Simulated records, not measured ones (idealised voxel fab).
The process module presented herein is designated voxel double patterning.
The figure presents cross-section cut, which has a width of 230 nm and is divided into square cells with an edge length of 5 nm.
The cross-sections in this document take the form of a grid made of square cells. They are written out as bands, in order from top to bottom. Each band consists of one or more rows of cells. Look at the band entry: it leads with the top's height and the bottom's height in nm. Then it lists the materials left to right, with a width in nm for each. The word "all across" on a single material says that material fills the band edge to edge. The word "air" is empty space. For the purposes of this specification, 0 denotes the height below which the wafer in its as-received condition is composed wholly of one material, and the lowermost band, lacking a lower limit, extends downward without end, as expressed in "0 -> down". A two-number width, for instance "30 to 40", indicates that the width is equal to the first number in the top row of the band and to the second number in the bottom row, and that it changes by a constant amount per row of cells. Any step labelled "left unchanged" changed none of the cells in the cross-section. What "Voids, sealed" gives you is every empty space of 8 cells or more that is cut off from the top. Each appears as width x height at distance, with the distance taken from the left edge and width, height and distance all in nm. On a step's line, text after the settings is the simulator commenting on that step. overlay nm: mask offset rightward from planned place, masked step; negative means leftward offset. Layout of what follows: cross-section pairs, each bracketing one process step, the after cross-section shown only to the lowest band that changed, the step between and its settings noted under each pair. Pairs may originate in different runs of this module on the same starting wafer; a pair continues from the pair above only where its entry headed "Pre-processing view" says so.
Pre-processing view
    60 -> 45 | resist 80, then air 15, then resist 35, then air 15, then resist 85
    45 -> 35 | aC 55, then resist 15, then aC 10, then air 15, then aC 10, then resist 15, then aC 10, then air 15, then aC 10, then resist 15, then aC 60
    35 -> 25 | SiCN 55, then aC 15, then SiCN 35, then aC 15, then SiCN 35, then aC 15, then SiCN 60
    25 -> 0 | SiO2 all across
    0 -> down | Si all across
    Voids, sealed: none
Post-Process Section
    45 -> 35 | aC 55, then air 15, then aC 10, then air 15, then aC 10, then air 15, then aC 10, then air 15, then aC 10, then air 15, then aC 60
    Below 35, the layers are the same as they were.
    Voids, sealed: none
Processing between the before and after sections above: STRIP with etch materials resist
Pre-processing view: starting point is the after cross-section of the pair just above.
Post-Process Section
    45 -> 35 | aC 55, then air 15, then aC 10, then air 15, then aC 10, then air 15, then aC 10, then air 15, then aC 10, then air 15, then aC 60
    35 -> 25 | SiCN 55, then aC 15, then SiCN 10, then air 15, then SiCN 10, then aC 15, then SiCN 10, then air 15, then SiCN 10, then aC 15, then SiCN 60
    Below 25, the layers are the same as they were.
    Voids, sealed: none
Processing between the before and after sections above: DIRECTIONAL_ETCH with etch materials SiCN, depth nm 10
Pre-processing view: starting point is the after cross-section of the pair just above.
Post-Process Section
    35 -> 25 | SiCN 55, then air 15, then SiCN 10, then air 15, then SiCN 10, then air 15, then SiCN 10, then air 15, then SiCN 10, then air 15, then SiCN 60
    Below 25, the layers are the same as they were.
    Voids, sealed: none
Processing between the before and after sections above: STRIP with etch materials aC
Pre-processing view: starting point is the after cross-section of the pair just above.
Post-Process Section
    25 -> 0 | SiO2 all across
    Below 0, the layers are the same as they were.
    Voids, sealed: none
Processing between the before and after sections above: STRIP with etch materials SiCN
Pre-processing view
    35 -> 25 | SiCN all across
    25 -> 5 | TiN all across
    5 -> 0 | SiO2 all across
    0 -> down | Si all across
    Voids, sealed: none
Post-Process Section
    35 -> 25 | air 55, then SiCN 15, then air 35, then SiCN 15, then air 35, then SiCN 15, then air 60
    Below 25, the layers are the same as they were.
    Voids, sealed: none
Processing between the before and after sections above: MASKED_ETCH with tone cover, mask id FIRST, width nm 15, pitch nm 50, etch materials SiCN, depth nm 10, overlay nm 0
Pre-processing view: starting point is the after cross-section of the pair just above.
Post-Process Section
    45 -> 35 | air 55, then aC 15, then air 35, then aC 15, then air 35, then aC 15, then air 60
    35 -> 25 | aC 55, then SiCN 15, then aC 35, then SiCN 15, then aC 35, then SiCN 15, then aC 60
    Below 25, the layers are the same as they were.
    Voids, sealed: none
Processing between the before and after sections above: DIRECTIONAL_DEP with material aC, thk nm 10
Pre-processing view: starting point is the after cross-section of the pair just above.
Post-Process Section
    70 -> 45 | resist 80, then air 15, then resist 35, then air 15, then resist 85
    45 -> 35 | resist 55, then aC 15, then resist 10, then air 15, then resist 10, then aC 15, then resist 10, then air 15, then resist 10, then aC 15, then resist 60
    Below 35, the layers are the same as they were.
    Voids, sealed: none
Processing between the before and after sections above: PATTERN with tone open, mask id SECOND, material resist, width nm 15, pitch nm 50, thk nm 25, overlay nm 0
Pre-processing view: starting point is the after cross-section of the pair just above.
Post-Process Section
    60 -> 45 | resist 80, then air 15, then resist 35, then air 15, then resist 85
    45 -> 35 | resist 55, then aC 15, then resist 10, then air 15, then resist 10, then aC 15, then resist 10, then air 15, then resist 10, then aC 15, then resist 60
    35 -> 25 | aC 55, then SiCN 15, then aC 10, then air 15, then aC 10, then SiCN 15, then aC 10, then air 15, then aC 10, then SiCN 15, then aC 60
    Below 25, the layers are the same as they were.
    Voids, sealed: none
Processing between the before and after sections above: DIRECTIONAL_ETCH with etch materials aC, depth nm 10
Pre-processing view: starting point is the after cross-section of the pair just above.
Post-Process Section
    45 -> 35 | air 55, then aC 15, then air 35, then aC 15, then air 35, then aC 15, then air 60
    Below 35, the layers are the same as they were.
    Voids, sealed: none
Processing between the before and after sections above: STRIP with etch materials resist
Pre-processing view: starting point is the after cross-section of the pair just above.
Post-Process Section
    35 -> 25 | air 55, then SiCN 15, then air 35, then SiCN 15, then air 35, then SiCN 15, then air 60
    Below 25, the layers are the same as they were.
    Voids, sealed: none
Processing between the before and after sections above: STRIP with etch materials aC
Pre-processing view: starting point is the after cross-section of the pair just above.
Post-Process Section
    35 -> 25 | air 55, then SiCN 15, then air 35, then SiCN 15, then air 35, then SiCN 15, then air 60
    25 -> 5 | air 55, then TiN 15, then air 35, then TiN 15, then air 35, then TiN 15, then air 60
    Below 5, the layers are the same as they were.
    Voids, sealed: none
Processing between the before and after sections above: DIRECTIONAL_ETCH with etch materials TiN, depth nm 20
Pre-processing view: starting point is the after cross-section of the pair just above.
Post-Process Section
    25 -> 5 | air 55, then TiN 15, then air 35, then TiN 15, then air 35, then TiN 15, then air 60
    Below 5, the layers are the same as they were.
    Voids, sealed: none
Processing between the before and after sections above: STRIP with etch materials SiCN
